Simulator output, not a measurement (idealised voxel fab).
process module | voxel plated lines
cross-section cut | 215 nm wide | cells 5 nm
A cross-section is a grid of square cells, given in bands from the top down. A band is one or more rows of cells.
Each band's line starts with the height of the band's top and of its bottom, in nm. Then come its materials from left to right, each with its width in nm. One material with "throughout" fills the band from edge to edge. "air" is empty space.
Height 0 is the level under which the wafer as received is all one material. The lowest band goes on downwards, as in "0 down".
A width such as "30 to 40" changes by the same amount from each row of cells to the next, from the band's top row to its bottom row.
"no change" after a step means that no cell of the cross-section changed.
closed voids: empty space of 8 cells or more with no open way to the top, each as width x height at its distance from the left edge, in nm
after a step's settings: what the simulator itself notes on the step
overlay nm, on a step with a mask: how far to the right of its planned place the mask lay; to the left if negative
plan
1 op RECEIVE | material Si
2 op CONFORMAL_DEP | material SiN | thk nm 15
3 op DIRECTIONAL_DEP | material TiN | thk nm 5
4 op PATTERN | tone open | mask id LINES | material resist | width nm 25 | pitch nm 55 | thk nm 30 | overlay nm 0
5 op EPI | material Ru | thk nm 5
6 op EPI | material Ru | thk nm 5
7 op STRIP | etch materials resist
8 op DIRECTIONAL_ETCH | etch materials TiN | depth nm 5
9 op CONFORMAL_DEP | material SiO2 | thk nm 5
first wafer, as planned
as received, after step 1
  0 down: Si throughout
  closed voids: none
after step 2
  15 to 0: SiN throughout
  below 0: unchanged
after step 3
  20 to 15: TiN throughout
  below 15: unchanged
after step 4
  50 to 20: resist 40 | air 25 | resist 30 | air 25 | resist 30 | air 25 | resist 40
  below 20: unchanged
after step 5
  50 to 25: resist 40 | air 25 | resist 30 | air 25 | resist 30 | air 25 | resist 40
  25 to 20: resist 40 | Ru 25 | resist 30 | Ru 25 | resist 30 | Ru 25 | resist 40
  below 20: unchanged
after step 6
  50 to 30: resist 40 | air 25 | resist 30 | air 25 | resist 30 | air 25 | resist 40
  30 to 20: resist 40 | Ru 25 | resist 30 | Ru 25 | resist 30 | Ru 25 | resist 40
  below 20: unchanged
after step 7
  30 to 20: air 40 | Ru 25 | air 30 | Ru 25 | air 30 | Ru 25 | air 40
  below 20: unchanged
after step 8
  30 to 20: air 40 | Ru 25 | air 30 | Ru 25 | air 30 | Ru 25 | air 40
  20 to 15: air 40 | TiN 25 | air 30 | TiN 25 | air 30 | TiN 25 | air 40
  below 15: unchanged
after step 9
  35 to 30: air 35 | SiO2 35 | air 20 | SiO2 35 | air 20 | SiO2 35 | air 35
  30 to 20: air 35 | SiO2 5 | Ru 25 | SiO2 5 | air 20 | SiO2 5 | Ru 25 | SiO2 5 | air 20 | SiO2 5 | Ru 25 | SiO2 5 | air 35
  20 to 15: SiO2 40 | TiN 25 | SiO2 30 | TiN 25 | SiO2 30 | TiN 25 | SiO2 40
  below 15: unchanged
second wafer: like start, like plan, one mistake. Through step 8 it matches the first wafer
when step 9 should have ended
  35 to 30: air 35 | SiN 35 | air 20 | SiN 35 | air 20 | SiN 35 | air 35
  30 to 20: air 35 | SiN 5 | Ru 25 | SiN 5 | air 20 | SiN 5 | Ru 25 | SiN 5 | air 20 | SiN 5 | Ru 25 | SiN 5 | air 35
  20 to 15: SiN 40 | TiN 25 | SiN 30 | TiN 25 | SiN 30 | TiN 25 | SiN 40
  below 15: unchanged
what went wrong: step 9 ran as: op CONFORMAL_DEP | material SiN | thk nm 5
at the end the second wafer has, in cells: 61 more of SiN | 61 fewer of SiO2
